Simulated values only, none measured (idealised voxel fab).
Title: Process Module voxel capacitor over wiring
Displayed cross-section: cut, width of 235 nm, square cells sized 5 nm.
Cross-sections here: square-cell grids, written as top-down lists of bands, a band being one or more rows of cells. Band entry format. Leading values: height of top, height of bottom, nm. Remainder: materials in left-to-right order, each with its width in nm. Special words: "full width" on a single material, which then fills the band edge to edge; "blank", empty space. Ref level 0: as-received wafer is one material below here. Bottom band extends down with no lower bound ("0 -> down"). With a width like "30 to 40", each row of cells in the band differs from the next by the same amount, the top row carrying the first number and the bottom row the second. What does "remains unaltered" mean for a step? It means no cell of the cross-section changed in that step. Entry "Sealed void list" = empty spaces >= 8 cells with no open way to the top; each as width x height at distance, distance from left edge, all nm. The remark found on a step's line after its settings is issued by the simulator itself and pertains to that step. Among the settings permitted on a step's line is "overlay nm"; applied to a step with a mask, it specifies the extent to which the mask lay to the right of its planned position, whereas a negative figure signifies a position to the left.

Process steps - plan:
| 1 | RECEIVE (material Si) |
| 2 | CONFORMAL_DEP (material SiO2; thk nm 15) |
| 3 | DIRECTIONAL_DEP (material TiN; thk nm 5) |
| 4 | DIRECTIONAL_DEP (material W; thk nm 20) |
| 5 | DIRECTIONAL_DEP (material aC; thk nm 15) |
| 6 | PATTERN (tone cover; mask id METAL_1; material resist; width nm 25; pitch nm 85; thk nm 35; overlay nm 0) |
| 7 | DIRECTIONAL_ETCH (etch materials aC; depth nm 15) |
| 8 | STRIP (etch materials resist) |
| 9 | DIRECTIONAL_ETCH (etch materials W; depth nm 20) |
| 10 | DIRECTIONAL_ETCH (etch materials TiN; depth nm 5) |
| 11 | STRIP (etch materials aC) |
| 12 | FILL_DEP (material SiO2; thk nm 10) |
| 13 | CMP (height nm 40) |
| 14 | CONFORMAL_DEP (material SiCN; thk nm 5) |
| 15 | DIRECTIONAL_DEP (material lowk; thk nm 15) |
| 16 | MASKED_ETCH (tone open; mask id PLUG_1; width nm 15; etch materials lowk; depth nm 15; overlay nm 0) |
| 17 | MASKED_ETCH (tone open; mask id PLUG_1; width nm 15; etch materials SiCN; depth nm 5; overlay nm 0) |
| 18 | CONFORMAL_DEP (material TiN; thk nm 5) |
| 19 | FILL_DEP (material Ru; thk nm 10) |
| 20 | CMP (height nm 60) |
| 21 | DIRECTIONAL_DEP (material TiN; thk nm 5) |
| 22 | DIRECTIONAL_DEP (material SiN; thk nm 5) |
| 23 | DIRECTIONAL_DEP (material TiN; thk nm 10) |
| 24 | DIRECTIONAL_DEP (material aC; thk nm 10) |
| 25 | PATTERN (tone cover; mask id UPPER_PLATE; material resist; width nm 65; thk nm 25; overlay nm 0) |
| 26 | DIRECTIONAL_ETCH (etch materials aC; depth nm 10) |
| 27 | STRIP (etch materials resist) |
| 28 | DIRECTIONAL_ETCH (etch materials TiN; depth nm 10) |
| 29 | DIRECTIONAL_ETCH (etch materials SiN; depth nm 5) |
| 30 | STRIP (etch materials aC) |
| 31 | DIRECTIONAL_DEP (material aC; thk nm 10) |
| 32 | PATTERN (tone cover; mask id LOWER_PLATE; material resist; width nm 75; thk nm 30; overlay nm 0) |
| 33 | DIRECTIONAL_ETCH (etch materials aC; depth nm 10) |
| 34 | STRIP (etch materials resist) |
| 35 | DIRECTIONAL_ETCH (etch materials TiN; depth nm 5) |
| 36 | STRIP (etch materials aC) |
| 37 | FILL_DEP (material SiO2; thk nm 15) |
| 38 | CMP (height nm 90) |
| 39 | PATTERN (tone open; mask id PLUG_2; material resist; width nm 15; thk nm 20; overlay nm 0) |
| 40 | DIRECTIONAL_ETCH (etch materials SiO2; depth nm 10) |
| 41 | STRIP (etch materials resist) |
| 42 | CONFORMAL_DEP (material TiN; thk nm 5) |
| 43 | FILL_DEP (material Cu; thk nm 5) |
| 44 | CMP (height nm 90) |
| 45 | CONFORMAL_DEP (material SiN; thk nm 5) |

Cross-section: wafer on arrival = after step 1:
0 -> down: Si full width
Sealed void list: none

Post-module cross-section: identical start and plan to those above, one misstep in execution:
95 -> 90: SiN full width
90 -> 85: SiO2 (80), then TiN (5), then Cu (5), then TiN (5), then SiO2 (140)
85 -> 80: SiO2 (80), then TiN (15), then SiO2 (140)
80 -> 75: SiO2 (65), then TiN (5), then SiO2 (65), then TiN (5), then SiO2 (95)
75 -> 70: TiN (70), then SiO2 (65), then TiN (100)
70 -> 65: SiN (70), then SiO2 (65), then SiN (100)
65 -> 60: TiN full width
60 -> 45: lowk (70), then TiN (5), then Ru (5), then TiN (5), then lowk (150)
45 -> 40: SiCN (70), then TiN (15), then SiCN (150)
40 -> 20: SiO2 (60), then W (25), then SiO2 (60), then W (25), then SiO2 (65)
20 -> 15: SiO2 (60), then TiN (25), then SiO2 (60), then TiN (25), then SiO2 (65)
15 -> 0: SiO2 full width
0 -> down: Si full width
Sealed void list: none
Error vs. plan: rather than as planned, step 25 actually ran as PATTERN (tone open; mask id UPPER_PLATE; material resist; width nm 65; thk nm 25; overlay nm 0)
